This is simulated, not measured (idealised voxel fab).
process module | voxel tone inversion
cross-section cut | 170 nm wide | cells 5 nm
A cross-section is a grid of square cells, given in bands from the top down. A band is one or more rows of cells.
Each band's line starts with the height of the band's top and of its bottom, in nm. Then come its materials from left to right, each with its width in nm. One material with "throughout" fills the band from edge to edge. "air" is empty space.
Height 0 is the level under which the wafer as received is all one material. The lowest band goes on downwards, as in "0 down".
A width such as "30 to 40" changes by the same amount from each row of cells to the next, from the band's top row to its bottom row.
"no change" after a step means that no cell of the cross-section changed.
closed voids: empty space of 8 cells or more with no open way to the top, each as width x height at its distance from the left edge, in nm
after a step's settings: what the simulator itself notes on the step
overlay nm, on a step with a mask: how far to the right of its planned place the mask lay; to the left if negative
plan
1 op RECEIVE | material Si
2 op CONFORMAL_DEP | material SiN | thk nm 10
3 op DIRECTIONAL_DEP | material aC | thk nm 25
4 op PATTERN | tone cover | mask id POSTS | material resist | width nm 25 | pitch nm 40 | thk nm 30 | overlay nm 0
5 op DIRECTIONAL_ETCH | etch materials aC | depth nm 25
6 op STRIP | etch materials resist
7 op FILL_DEP | material lowk | thk nm 10
8 op CMP | height nm 35
9 op STRIP | etch materials aC
10 op CONFORMAL_DEP | material TiN | thk nm 5
11 op FILL_DEP | material Ru | thk nm 10
12 op CMP | height nm 35
13 op CONFORMAL_DEP | material SiCN | thk nm 5
as received, after step 1
  0 down: Si throughout
  closed voids: none
first wafer at the end, as planned
  40 to 35: SiCN throughout
  35 to 15: lowk 30 | TiN 5 | Ru 15 | TiN 5 | lowk 15 | TiN 5 | Ru 15 | TiN 5 | lowk 15 | TiN 5 | Ru 15 | TiN 5 | lowk 35
  15 to 10: lowk 30 | TiN 25 | lowk 15 | TiN 25 | lowk 15 | TiN 25 | lowk 35
  10 to 0: SiN throughout
  0 down: Si throughout
  closed voids: none
second wafer at the end: like start, like plan, one mistake
  40 to 35: SiCN throughout
  35 to 15: lowk 35 | TiN 5 | Ru 10 | TiN 5 | lowk 20 | TiN 5 | Ru 10 | TiN 5 | lowk 20 | TiN 5 | Ru 10 | TiN 5 | lowk 35
  15 to 10: lowk 35 | TiN 20 | lowk 20 | TiN 20 | lowk 20 | TiN 20 | lowk 35
  10 to 0: SiN throughout
  0 down: Si throughout
  closed voids: none
what went wrong: step 4 ran as: op PATTERN | tone cover | mask id POSTS | material resist | width nm 20 | pitch nm 40 | thk nm 30 | overlay nm 0
at the end the second wafer has, in cells: 12 fewer of Ru | 3 fewer of TiN | 15 more of lowk
